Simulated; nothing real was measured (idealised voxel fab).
The process module presented herein is designated voxel air gaps.
Displayed cross-section: cut, width of 235 nm, square cells sized 5 nm.
For the purposes of this document, a cross-section shall be understood as a grid of square cells, specified as bands listed in top-to-bottom order, each band consisting of one or more rows of cells. Top height, bottom height, nm. Materials left to right, width each, nm. Single material + "everywhere" = fills band edge to edge. "air" = empty. Measure heights from 0. That's the level where, below it, the as-received wafer is all one material. The lowest band is bottomless and extends downward; write it as in "0..down". So if you see something like "30->40" for the width, read it as the top row of the band sitting at the first number and the bottom row at the second, with every row in between moving by the same amount as the last. The designation "everything unchanged", where it is given for a processing step, indicates that no cell of the cross-section was altered in the course of that step. In the "Completely sealed voids" entry, you get each enclosed empty space of 8 cells or more, one with no open way to the top, written width x height at distance, distance from the left edge, in nm. Heads up: the bit after the settings on a step's line is the simulator's remark on that step. A step line may carry the setting "overlay nm", which, for steps involving a mask, states the distance by which the mask lay to the right of its intended position; negative values denote displacement to the left.
Planned step list for the process
1 op RECEIVE | material Si
2 op CONFORMAL_DEP | material SiO2 | thk nm 10
3 op CONFORMAL_DEP | material SiN | thk nm 5
4 op DIRECTIONAL_DEP | material SiO2 | thk nm 40
5 op DIRECTIONAL_DEP | material aC | thk nm 15
6 op PATTERN | tone open | mask id LINES | material resist | width nm 15 | pitch nm 45 | thk nm 30 | overlay nm 0
7 op DIRECTIONAL_ETCH | etch materials aC | depth nm 15
8 op STRIP | etch materials resist
9 op DIRECTIONAL_ETCH | etch materials SiO2 | depth nm 40
10 op STRIP | etch materials aC
11 op CONFORMAL_DEP | material TiN | thk nm 5
12 op FILL_DEP | material Ru | thk nm 10
13 op CMP | height nm 55
14 op EPI | material Ru | thk nm 10
15 op SELECTIVE_ETCH | etch materials SiO2 | depth nm 50
16 op CONFORMAL_DEP | material SiN | thk nm 5
Incoming wafer, cross-sectional view, post step 1
0..down: Si everywhere
Completely sealed voids: none
Cross-section, end of module. Start: as above. Plan: as above. Execution: one mistake
65..55: 55 nm air, then 35 nm Ru, then 10 nm air, then 35 nm Ru, then 10 nm air, then 35 nm Ru, then 55 nm air
55..20: 65 nm air, then 5 nm TiN, then 5 nm Ru, then 5 nm TiN, then 30 nm air, then 5 nm TiN, then 5 nm Ru, then 5 nm TiN, then 30 nm air, then 5 nm TiN, then 5 nm Ru, then 5 nm TiN, then 65 nm air
20..15: 65 nm air, then 15 nm TiN, then 30 nm air, then 15 nm TiN, then 30 nm air, then 15 nm TiN, then 65 nm air
15..10: SiN everywhere
10..0: SiO2 everywhere
0..down: Si everywhere
Completely sealed voids: none
What went wrong in running the wafer? execution of step 16 of the plan did not take place, the step having been omitted
